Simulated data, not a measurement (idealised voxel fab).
Process module under the name voxel capacitor over wiring
The cross-section on display is named cut; it measures 240 nm wide, and its cells are 5 nm squares.
How to read a cross-section here: the picture is a grid of square cells, written as bands going from the top down, and any band can span one or more rows of cells. Each band's line starts with the height of the band's top and of its bottom, in nm. Then come its materials from left to right, each with its width in nm. One material with "edge to edge" fills the band from edge to edge. "blank" is empty space. Zero point of the height axis is 0; under it, received wafer = one material. Lowest band: continues down indefinitely, "0 -> down". Quick explanation for "30 to 40": the width changes in equal steps down the rows of cells, from the first number in the band's top row to the second number in its bottom row. Where the words "no modifications" appear for a step, the cross-section shows no cell changed by that step; every cell remained as before. "Voids, sealed" enumerates empty spaces isolated from the top, with no open way to it, that contain at least 8 cells, giving each as width x height at distance from the left edge, all three in nm. It should be noted that, on the line of a given step, the content following the step's settings is a remark produced by the simulator itself with respect to that step. The setting "overlay nm" may be written on the line of a step. When the step uses a mask, the value reports how far to the right of the planned place the mask lay, and a negative value reports that it lay to the left.
# plan
- 1: RECEIVE: material Si
- 2: CONFORMAL_DEP: material SiO2, thk nm 10
- 3: CONFORMAL_DEP: material SiCN, thk nm 5
- 4: DIRECTIONAL_DEP: material SiO2, thk nm 20
- 5: DIRECTIONAL_DEP: material aC, thk nm 15
- 6: PATTERN: tone open, mask id METAL_1, material resist, width nm 30, pitch nm 90, thk nm 30, overlay nm 0
- 7: DIRECTIONAL_ETCH: etch materials aC, depth nm 15
- 8: STRIP: etch materials resist
- 9: DIRECTIONAL_ETCH: etch materials SiO2, depth nm 20
- 10: DIRECTIONAL_ETCH: etch materials SiCN, depth nm 5
- 11: STRIP: etch materials aC
- 12: CONFORMAL_DEP: material TiN, thk nm 5
- 13: FILL_DEP: material Cu, thk nm 10
- 14: CMP: height nm 35
- 15: CONFORMAL_DEP: material SiCN, thk nm 5
- 16: DIRECTIONAL_DEP: material lowk, thk nm 20
- 17: DIRECTIONAL_DEP: material aC, thk nm 10
- 18: PATTERN: tone open, mask id PLUG_1, material resist, width nm 15, thk nm 30, overlay nm 0
- 19: DIRECTIONAL_ETCH: etch materials aC, depth nm 10
- 20: STRIP: etch materials resist
- 21: DIRECTIONAL_ETCH: etch materials lowk, depth nm 20
- 22: DIRECTIONAL_ETCH: etch materials SiCN, depth nm 5
- 23: STRIP: etch materials aC
- 24: EPI: material Ru, thk nm 10
- 25: EPI: material Ru, thk nm 10
- 26: EPI: material Ru, thk nm 5
- 27: DIRECTIONAL_DEP: material TiN, thk nm 10
- 28: DIRECTIONAL_DEP: material HfO2, thk nm 5
- 29: DIRECTIONAL_DEP: material TiN, thk nm 10
- 30: PATTERN: tone cover, mask id UPPER_PLATE, material resist, width nm 65, thk nm 20, overlay nm 0
- 31: DIRECTIONAL_ETCH: etch materials TiN, depth nm 10
- 32: DIRECTIONAL_ETCH: etch materials HfO2, depth nm 5
- 33: STRIP: etch materials resist
- 34: DIRECTIONAL_DEP: material aC, thk nm 10
- 35: PATTERN: tone cover, mask id LOWER_PLATE, material resist, width nm 75, thk nm 25, overlay nm 0
- 36: DIRECTIONAL_ETCH: etch materials aC, depth nm 10
- 37: STRIP: etch materials resist
- 38: DIRECTIONAL_ETCH: etch materials TiN, depth nm 10
- 39: STRIP: etch materials aC
- 40: FILL_DEP: material SiO2, thk nm 20
- 41: CMP: height nm 100
- 42: DIRECTIONAL_DEP: material aC, thk nm 10
- 43: PATTERN: tone open, mask id PLUG_2, material resist, width nm 15, thk nm 25, overlay nm 0
- 44: DIRECTIONAL_ETCH: etch materials aC, depth nm 10
- 45: STRIP: etch materials resist
- 46: DIRECTIONAL_ETCH: etch materials SiO2, depth nm 15
- 47: STRIP: etch materials aC
- 48: CONFORMAL_DEP: material TiN, thk nm 5
- 49: FILL_DEP: material Cu, thk nm 5
- 50: CMP: height nm 100
- 51: CONFORMAL_DEP: material SiCN, thk nm 5
# Wafer as received: cross-section following step 1
> 0 -> down  Si edge to edge
> Voids, sealed: none
# Cross-section at module end, one run error; start and plan unchanged from above
> 105 -> 100  SiCN edge to edge
> 100 -> 90  SiO2 85; TiN 5; Cu 5; TiN 5; SiO2 140
> 90 -> 85  SiO2 85; TiN 15; SiO2 140
> 85 -> 75  SiO2 80; TiN 55; SiO2 105
> 75 -> 70  SiO2 80; HfO2 55; SiO2 105
> 70 -> 60  SiO2 70; TiN 75; SiO2 95
> 60 -> 40  lowk 75; Ru 15; lowk 150
> 40 -> 35  SiCN 75; Ru 15; SiCN 150
> 35 -> 15  SiO2 60; TiN 5; Cu 20; TiN 5; SiO2 60; TiN 5; Cu 20; TiN 5; SiO2 60
> 15 -> 10  SiCN 60; TiN 30; SiCN 60; TiN 30; SiCN 60
> 10 -> 0  SiO2 edge to edge
> 0 -> down  Si edge to edge
> Voids, sealed: none
The plan and the run diverged here: it should be noted that step 30 was executed with settings other than those planned, the operation and settings actually applied being PATTERN: tone cover, mask id UPPER_PLATE, material resist, width nm 55, thk nm 20, overlay nm 0
